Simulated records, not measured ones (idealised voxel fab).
The name of this process module is voxel self aligned vias.
Section shown: cut. Width: 240 nm. Cell size: 5 nm, square.
Square cells in a grid make up a cross-section in this document, and the grid is given as bands, listed from the top down, each one or more rows of cells. Within each band entry, the heights of the top and of the bottom of the band appear first, in that order and in nm; the materials of the band then follow from left to right, each with its corresponding width in nm. The designation "edge to edge" on a single material indicates that it fills the band from edge to edge; the designation "blank" indicates empty space. We count height from 0. Below that, the starting wafer is all one material. The lowest band never ends at the bottom but goes on down; see "0..down" for how that is written. The expression "30->40" gives the width at the extremes of the band, the first number at its top row of cells and the second at its bottom row, with the width changing by equal amounts from each row to the next in between. Step marked "stayed the same"? Then no cell in the cross-section changed in it. Empty spaces counting at least 8 cells and having no open way to the top are listed in "Entrapped voids". The notation width x height at distance is used for each, the distance being from the left edge and all three values in nm. after a step's settings: what the simulator itself notes on the step. Regarding "overlay nm": on a step with a mask, it is the distance the mask lay to the right of its planned place; a negative value places it to the left.

List of planned process steps:
1) RECEIVE (material Si)
2) CONFORMAL_DEP (material SiO2; thk nm 10)
3) CONFORMAL_DEP (material SiCN; thk nm 5)
4) DIRECTIONAL_DEP (material lowk; thk nm 25)
5) PATTERN (tone open; mask id LINES; material resist; width nm 25; pitch nm 60; thk nm 20; overlay nm 0)
6) DIRECTIONAL_ETCH (etch materials lowk; depth nm 25)
7) STRIP (etch materials resist)
8) CONFORMAL_DEP (material TiN; thk nm 5)
9) FILL_DEP (material W; thk nm 5)
10) CMP (height nm 40)
11) SELECTIVE_ETCH (etch materials W Ru TiN; depth nm 10)
12) FILL_DEP (material SiN; thk nm 10)
13) CMP (height nm 40)
14) DIRECTIONAL_DEP (material lowk; thk nm 20)
15) DIRECTIONAL_DEP (material aC; thk nm 10)
16) PATTERN (tone open; mask id VIAS; material resist; width nm 45; pitch nm 120; thk nm 30; overlay nm 0)
17) DIRECTIONAL_ETCH (etch materials aC; depth nm 10)
18) STRIP (etch materials resist)
19) DIRECTIONAL_ETCH (etch materials lowk; depth nm 20)
20) DIRECTIONAL_ETCH (etch materials SiN; depth nm 10)
21) STRIP (etch materials aC)
22) CONFORMAL_DEP (material TiN; thk nm 5)
23) FILL_DEP (material Cu; thk nm 5)
24) CMP (height nm 60)
25) CONFORMAL_DEP (material SiN; thk nm 5)

Cross-section of the incoming wafer, state after step 1:
* 0..down | Si edge to edge
* Entrapped voids: none

Cross-section at module end, one run error; start and plan unchanged from above:
* 65..60 | SiN edge to edge
* 60..45 | lowk: 35 | TiN: 5 | Cu: 35 | TiN: 5 | lowk: 75 | TiN: 5 | Cu: 35 | TiN: 5 | lowk: 40
* 45..40 | lowk: 35 | TiN: 15 | Cu: 15 | TiN: 15 | lowk: 75 | TiN: 15 | Cu: 15 | TiN: 15 | lowk: 40
* 40..30 | lowk: 45 | TiN: 5->10 | Cu: 15->5 | TiN: 5->10 | lowk: 35 | SiN: 5 | aC: 15 | SiN: 5 | lowk: 35 | TiN: 5->10 | Cu: 15->5 | TiN: 5->10 | lowk: 50
* 30..25 | lowk: 45 | TiN: 10 | Cu: 5 | TiN: 10 | lowk: 35 | TiN: 5 | aC: 15 | TiN: 5 | lowk: 35 | TiN: 10 | Cu: 5 | TiN: 10 | lowk: 50
* 25..20 | lowk: 45 | TiN: 25 | lowk: 35 | TiN: 5 | aC: 15 | TiN: 5 | lowk: 35 | TiN: 25 | lowk: 50
* 20..15 | lowk: 45 | TiN: 25 | lowk: 35 | TiN: 25 | lowk: 35 | TiN: 25 | lowk: 50
* 15..10 | SiCN edge to edge
* 10..0 | SiO2 edge to edge
* 0..down | Si edge to edge
* Entrapped voids: none
Here's what went sideways: it should be noted that step 9 was executed with settings other than those planned, the operation and settings actually applied being FILL_DEP (material aC; thk nm 5)
